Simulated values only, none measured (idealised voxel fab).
process module | voxel local oxidation
cross-section cut | 245 nm wide | cells 5 nm
A cross-section is a grid of square cells, given in bands from the top down. A band is one or more rows of cells.
Each band's line starts with the height of the band's top and of its bottom, in nm. Then come its materials from left to right, each with its width in nm. One material with "throughout" fills the band from edge to edge. "air" is empty space.
Height 0 is the level under which the wafer as received is all one material. The lowest band goes on downwards, as in "0 down".
A width such as "30 to 40" changes by the same amount from each row of cells to the next, from the band's top row to its bottom row.
"no change" after a step means that no cell of the cross-section changed.
closed voids: empty space of 8 cells or more with no open way to the top, each as width x height at its distance from the left edge, in nm
after a step's settings: what the simulator itself notes on the step
overlay nm, on a step with a mask: how far to the right of its planned place the mask lay; to the left if negative
plan
1 op RECEIVE | material Si
2 op OXIDIZE | depth nm 5
3 op CONFORMAL_DEP | material SiN | thk nm 15
4 op MASKED_ETCH | tone cover | mask id ACTIVE | width nm 125 | etch materials SiN | depth nm 15 | overlay nm 0
5 op SELECTIVE_ETCH | etch materials SiO2 | depth nm 5
6 op OXIDIZE | depth nm 10
7 op STRIP | etch materials SiN
first wafer, as planned
as received, after step 1
  0 down: Si throughout
  closed voids: none
after step 2
  0 to -5: SiO2 throughout
  below -5: unchanged
after step 3
  15 to 0: SiN throughout
  below 0: unchanged
after step 4
  15 to 0: air 60 | SiN 125 | air 60
  below 0: unchanged
after step 5
  15 to 0: air 60 | SiN 125 | air 60
  0 to -5: air 65 | SiO2 115 | air 65
  below -5: unchanged
after step 6
  15 to 0: air 60 | SiN 125 | air 60
  0 to -5: air 65 | SiO2 115 | air 65
  -5 to -15: SiO2 75 | Si 95 | SiO2 75
  below -15: unchanged
after step 7
  0 to -5: air 65 | SiO2 115 | air 65
  below -5: unchanged
second wafer: like start, like plan, one mistake. Through step 3 it matches the first wafer
when step 4 should have ended
  15 to 0: SiN 60 | air 125 | SiN 60
  below 0: unchanged
when step 5 should have ended
  15 to 0: SiN 60 | air 125 | SiN 60
  0 to -5: SiO2 55 | air 135 | SiO2 55
  below -5: unchanged
when step 6 should have ended
  15 to 0: SiN 60 | air 125 | SiN 60
  0 to -5: SiO2 55 | air 135 | SiO2 55
  -5 to -15: Si 45 | SiO2 155 | Si 45
  below -15: unchanged
when step 7 should have ended
  0 to -5: SiO2 55 | air 135 | SiO2 55
  below -5: unchanged
what went wrong: step 4 ran as: op MASKED_ETCH | tone open | mask id ACTIVE | width nm 125 | etch materials SiN | depth nm 15 | overlay nm 0
at the end the second wafer has, in cells: 2 fewer of Si | 1 more of SiO2
